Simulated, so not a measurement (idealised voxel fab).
Process module, titled voxel self aligned vias
300 nm wide, 5 nm square cells: that's cross-section cut.
In what follows, cross-sections appear as grids of square cells, described through bands that run from the top down, where every band is one or more rows of cells.
This entry defines a band. It first specifies the height of the band's top and the height of its bottom in nm, and then specifies the band's materials from left to right, stating each material with its width in nm. The word "full width" identifies a single material that fills the band from edge to edge, while the word "blank" identifies empty space.
Note: height 0 marks the level under which the wafer is uniformly one material as received. Lowest band unbounded below, written "0 -> down".
Think of "30..40" as a width that walks from the first number to the second as you go down the band, top row to bottom row, taking equal-sized steps from row to row.
Key: "nothing was modified" - step with no changed cell in the cross-section.
Empty spaces counting at least 8 cells and having no open way to the top are listed in "Enclosed voids". The notation width x height at distance is used for each, the distance being from the left edge and all three values in nm.
If you see something after the settings on a step's line, that's the simulator's own remark about that step.
"overlay nm" denotes, for a step that has a mask, the displacement of the mask to the right of its planned place, with negative values corresponding to the left.
[Steps planned for the process]
| 1 | RECEIVE: material Si |
| 2 | CONFORMAL_DEP: material SiO2, thk nm 15 |
| 3 | CONFORMAL_DEP: material SiCN, thk nm 5 |
| 4 | DIRECTIONAL_DEP: material SiO2, thk nm 30 |
| 5 | MASKED_ETCH: tone open, mask id LINES, width nm 30, pitch nm 55, etch materials SiO2, depth nm 30, overlay nm 0 |
| 6 | CONFORMAL_DEP: material TiN, thk nm 5 |
| 7 | FILL_DEP: material Ru, thk nm 10 |
| 8 | CMP: height nm 50 |
| 9 | SELECTIVE_ETCH: etch materials W Ru TiN, depth nm 10 |
| 10 | FILL_DEP: material SiN, thk nm 5 |
| 11 | CMP: height nm 50 |
| 12 | DIRECTIONAL_DEP: material SiO2, thk nm 15 |
| 13 | PATTERN: tone open, mask id VIAS, material resist, width nm 40, pitch nm 110, thk nm 20, overlay nm 0 |
| 14 | DIRECTIONAL_ETCH: etch materials SiO2, depth nm 15 |
| 15 | DIRECTIONAL_ETCH: etch materials SiN, depth nm 10 |
| 16 | STRIP: etch materials resist |
| 17 | CONFORMAL_DEP: material TiN, thk nm 5 |
| 18 | FILL_DEP: material Cu, thk nm 5 |
| 19 | CMP: height nm 65 |
| 20 | CONFORMAL_DEP: material SiN, thk nm 5 |
[Cross-sectional view of the wafer in its as-received condition, corresponding to the state after step 1]
0 -> down: Si full width
Enclosed voids: none
[First of two wafers, end-of-module section, run followed plan]
70 -> 65: SiN full width
65 -> 55: SiO2 (75), then TiN (5), then Cu (30), then TiN (5), then SiO2 (70), then TiN (5), then Cu (30), then TiN (5), then SiO2 (75)
55 -> 50: SiO2 (75), then TiN (10), then Cu (20), then TiN (10), then SiO2 (70), then TiN (10), then Cu (20), then TiN (10), then SiO2 (75)
50 -> 45: SiO2 (80), then TiN (5), then Cu (20), then TiN (5), then SiO2 (25), then SiN (30), then SiO2 (25), then TiN (5), then Cu (20), then TiN (5), then SiO2 (80)
45 -> 40: SiO2 (80), then TiN (30), then SiO2 (25), then SiN (30), then SiO2 (25), then TiN (30), then SiO2 (80)
40 -> 25: SiO2 (80), then TiN (5), then Ru (20), then TiN (5), then SiO2 (25), then TiN (5), then Ru (20), then TiN (5), then SiO2 (25), then TiN (5), then Ru (20), then TiN (5), then SiO2 (80)
25 -> 20: SiO2 (80), then TiN (30), then SiO2 (25), then TiN (30), then SiO2 (25), then TiN (30), then SiO2 (80)
20 -> 15: SiCN full width
15 -> 0: SiO2 full width
0 -> down: Si full width
Enclosed voids: none
[Wafer two (of two), end-of-module cross-section: start = wafer one, plan = wafer one, one run mistake]
70 -> 65: SiN full width
65 -> 55: SiO2 (75), then TiN (5), then Cu (30), then TiN (5), then SiO2 (70), then TiN (5), then Cu (30), then TiN (5), then SiO2 (75)
55 -> 50: SiO2 (75), then TiN (10), then Cu (25), then TiN (5), then SiO2 (70), then TiN (10), then Cu (25), then TiN (5), then SiO2 (75)
50 -> 45: SiO2 (80), then TiN (5), then Cu (25), then TiN (5), then SiO2 (20), then SiN (35), then SiO2 (20), then TiN (5), then Cu (25), then TiN (5), then SiO2 (75)
45 -> 40: SiO2 (80), then TiN (35), then SiO2 (20), then SiN (35), then SiO2 (20), then TiN (35), then SiO2 (75)
40 -> 25: SiO2 (80), then TiN (5), then Ru (25), then TiN (5), then SiO2 (20), then TiN (5), then Ru (25), then TiN (5), then SiO2 (20), then TiN (5), then Ru (25), then TiN (5), then SiO2 (75)
25 -> 20: SiO2 (80), then TiN (35), then SiO2 (20), then TiN (35), then SiO2 (20), then TiN (35), then SiO2 (75)
20 -> 15: SiCN full width
15 -> 0: SiO2 full width
0 -> down: Si full width
Enclosed voids: none
What broke from the plan during processing? step 5: run off-plan, actual operation and settings MASKED_ETCH: tone open, mask id LINES, width nm 35, pitch nm 55, etch materials SiO2, depth nm 30, overlay nm 0
Final comparison by cell count, materials where the second wafer has more or fewer than the first: +4 Cu, +9 Ru, +2 SiN, -18 SiO2, +3 TiN
